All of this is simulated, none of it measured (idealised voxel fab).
This is a process module. Its name is voxel gate over fins.
cross-section cut | 280 nm wide | cells 5 nm
When this document writes out a cross-section, it uses a grid of square cells and lists it as bands, beginning at the top and moving down, with a band standing for one or more rows of cells. Heads up on the band format: heights come first, top then bottom, in nm. After that it's the materials left to right, each with its width in nm. A single material flagged "throughout" fills the whole band edge to edge, and "empty" means there's empty space there. Beneath 0, the wafer as received is one material, and that level is where height counting begins. The lowest band goes on downward without a bottom; it is written like "0 nm and below". Note: "30 to 40" means the width goes from the first number (top row of the band) to the second number (bottom row) in equal steps per row of cells. Key: "everything unchanged" - step with no changed cell in the cross-section. In the "Unvented cavities" entry, you get each enclosed empty space of 8 cells or more, one with no open way to the top, written width x height at distance, distance from the left edge, in nm. Note: text after step settings on the step line = simulator remark on that step. A step line may carry the setting "overlay nm", which, for steps involving a mask, states the distance by which the mask lay to the right of its intended position; negative values denote displacement to the left.
[plan]
1: RECEIVE,material Si
2: CONFORMAL_DEP,material SiN,thk nm 10
3: PATTERN,tone cover,mask id FINS,material resist,width nm 15,pitch nm 40,thk nm 20,overlay nm 0
4: DIRECTIONAL_ETCH,etch materials SiN,depth nm 10
5: DIRECTIONAL_ETCH,etch materials Si,depth nm 40
6: STRIP,etch materials resist
7: FILL_DEP,material SiO2,thk nm 15
8: CMP,height nm 10
9: SELECTIVE_ETCH,etch materials SiO2,depth nm 20
10: STRIP,etch materials SiN
11: CONFORMAL_DEP,material HfO2,thk nm 5
12: CONFORMAL_DEP,material TiN,thk nm 5
13: FILL_DEP,material W,thk nm 10
14: CMP,height nm 15
15: CONFORMAL_DEP,material SiCN,thk nm 10
[Cross-section of the incoming wafer, state after step 1]
> 0 nm and below: Si throughout
> Unvented cavities: none
[The following cross-section depicts the wafer upon conclusion of the module. Processing commenced from the starting condition illustrated above and adhered to the plan illustrated above, save for one mistake in execution]
> 25 nm to 15 nm: SiCN throughout
> 15 nm to 10 nm: W throughout
> 10 nm to 5 nm: 100 W | 80 TiN | 100 W
> 5 nm to 0 nm: 100 W | 5 TiN | 30 HfO2 | 10 TiN | 30 HfO2 | 5 TiN | 100 W
> 0 nm to -5 nm: 105 TiN | 5 HfO2 | 20 Si | 5 HfO2 | 10 TiN | 5 HfO2 | 20 Si | 5 HfO2 | 105 TiN
> -5 nm to -10 nm: 110 HfO2 | 20 Si | 20 HfO2 | 20 Si | 110 HfO2
> -10 nm to -40 nm: 110 SiO2 | 20 Si | 20 SiO2 | 20 Si | 110 SiO2
> -40 nm and below: Si throughout
> Unvented cavities: none
what went wrong: note that step 3 departed from the planned setting and was carried out as PATTERN,tone cover,mask id FINS,material resist,width nm 20,pitch nm 40,thk nm 20,overlay nm 0
